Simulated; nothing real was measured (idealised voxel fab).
Process module, titled voxel tone inversion
Cross-section cut: width 220 nm, square cells of 5 nm.
Cross-section format: a grid of square cells, given as bands from top to bottom; each band is one or more rows of cells.
For a band, the entry starts with two heights in nm, that of the top and then that of the bottom, and carries on with the band's materials in order from left to right, each alongside its width in nm; the word "edge to edge" beside a single material means it fills the band edge to edge, and "empty" means empty space.
Convention: height 0 is the level below which the wafer, as received, is all one material. The lowest band does not terminate at the bottom but continues downward, represented as "from 0 down".
Read "30->40" as a graded width: first number on top, second number at the bottom, same change between each pair of neighbouring rows.
"nothing was modified" means the step left every cell of the cross-section as it was.
This entry, "Entrapped void list", enumerates those empty regions of no fewer than 8 cells that possess no open connection to the top. Each region is reported in the form width x height at distance, the distance being taken from the left edge, with all three quantities expressed in nm.
Past the settings on a step's line: simulator remark, on that step.
For masked steps, "overlay nm" on the step line gives how far right of plan the mask actually lay; a minus sign means it lay to the left.

SET OUT BELOW ARE THE PLANNED STEPS OF THE PROCESS
1 RECEIVE with material Si
2 CONFORMAL_DEP with material SiN, thk nm 10
3 DIRECTIONAL_DEP with material polySi, thk nm 15
4 PATTERN with tone cover, mask id POSTS, material resist, width nm 25, pitch nm 40, thk nm 20, overlay nm 0
5 DIRECTIONAL_ETCH with etch materials polySi, depth nm 15
6 STRIP with etch materials resist
7 FILL_DEP with material SiO2, thk nm 10
8 CMP with height nm 25
9 STRIP with etch materials polySi

FIRST WAFER, TWO IN TOTAL, RUN AS PLANNED

CROSS-SECTION, INCOMING MATERIAL, AFTER STEP 1
- from 0 down | Si edge to edge
- Entrapped void list: none

SECTIONAL VIEW: WAFER, AFTER STEP 2
- from 10 to 0 | SiN edge to edge
- Everything below 0 is unchanged.

SECTIONAL VIEW: WAFER, AFTER STEP 3
- from 25 to 10 | polySi edge to edge
- Everything below 10 is unchanged.

SECTIONAL VIEW: WAFER, AFTER STEP 4
- from 45 to 25 | empty 55 nm, then resist 25 nm, then empty 15 nm, then resist 25 nm, then empty 15 nm, then resist 25 nm, then empty 60 nm
- Everything below 25 is unchanged.

SECTIONAL VIEW: WAFER, AFTER STEP 5
- from 45 to 25 | empty 55 nm, then resist 25 nm, then empty 15 nm, then resist 25 nm, then empty 15 nm, then resist 25 nm, then empty 60 nm
- from 25 to 10 | empty 55 nm, then polySi 25 nm, then empty 15 nm, then polySi 25 nm, then empty 15 nm, then polySi 25 nm, then empty 60 nm
- Everything below 10 is unchanged.

SECTIONAL VIEW: WAFER, AFTER STEP 6
- from 25 to 10 | empty 55 nm, then polySi 25 nm, then empty 15 nm, then polySi 25 nm, then empty 15 nm, then polySi 25 nm, then empty 60 nm
- Everything below 10 is unchanged.

SECTIONAL VIEW: WAFER, AFTER STEP 7
- from 35 to 25 | SiO2 edge to edge
- from 25 to 10 | SiO2 55 nm, then polySi 25 nm, then SiO2 15 nm, then polySi 25 nm, then SiO2 15 nm, then polySi 25 nm, then SiO2 60 nm
- Everything below 10 is unchanged.

SECTIONAL VIEW: WAFER, AFTER STEP 8
- from 25 to 10 | SiO2 55 nm, then polySi 25 nm, then SiO2 15 nm, then polySi 25 nm, then SiO2 15 nm, then polySi 25 nm, then SiO2 60 nm
- Everything below 10 is unchanged.

SECTIONAL VIEW: WAFER, AFTER STEP 9
- from 25 to 10 | SiO2 55 nm, then empty 25 nm, then SiO2 15 nm, then empty 25 nm, then SiO2 15 nm, then empty 25 nm, then SiO2 60 nm
- Everything below 10 is unchanged.

COMPANION WAFER, THE SECOND OF TWO: SAME BEGINNING, SAME INTENDED SEQUENCE, ONE MISTAKE IN CARRYING IT OUT; THROUGH STEP 3 INCLUSIVE IT TRACKS THE FIRST EXACTLY

SECOND WAFER, CUT VIEW, END OF STEP 4 PER PLAN
- from 45 to 25 | resist 55 nm, then empty 25 nm, then resist 15 nm, then empty 25 nm, then resist 15 nm, then empty 25 nm, then resist 60 nm
- Everything below 25 is unchanged.

SECOND WAFER, CUT VIEW, END OF STEP 5 PER PLAN
- from 45 to 25 | resist 55 nm, then empty 25 nm, then resist 15 nm, then empty 25 nm, then resist 15 nm, then empty 25 nm, then resist 60 nm
- from 25 to 10 | polySi 55 nm, then empty 25 nm, then polySi 15 nm, then empty 25 nm, then polySi 15 nm, then empty 25 nm, then polySi 60 nm
- Everything below 10 is unchanged.

SECOND WAFER, CUT VIEW, END OF STEP 6 PER PLAN
- from 25 to 10 | polySi 55 nm, then empty 25 nm, then polySi 15 nm, then empty 25 nm, then polySi 15 nm, then empty 25 nm, then polySi 60 nm
- Everything below 10 is unchanged.

SECOND WAFER, CUT VIEW, END OF STEP 7 PER PLAN
- from 35 to 25 | SiO2 edge to edge
- from 25 to 10 | polySi 55 nm, then SiO2 25 nm, then polySi 15 nm, then SiO2 25 nm, then polySi 15 nm, then SiO2 25 nm, then polySi 60 nm
- Everything below 10 is unchanged.

SECOND WAFER, CUT VIEW, END OF STEP 8 PER PLAN
- from 25 to 10 | polySi 55 nm, then SiO2 25 nm, then polySi 15 nm, then SiO2 25 nm, then polySi 15 nm, then SiO2 25 nm, then polySi 60 nm
- Everything below 10 is unchanged.

SECOND WAFER, CUT VIEW, END OF STEP 9 PER PLAN
- from 25 to 10 | empty 55 nm, then SiO2 25 nm, then empty 15 nm, then SiO2 25 nm, then empty 15 nm, then SiO2 25 nm, then empty 60 nm
- Everything below 10 is unchanged.
Error vs. plan: planned and actual differ for step 4; actual: PATTERN with tone open, mask id POSTS, material resist, width nm 25, pitch nm 40, thk nm 20, overlay nm 0
Wafer comparison, final, in cells, second relative to first, materials more or fewer: SiO2: 42 fewer
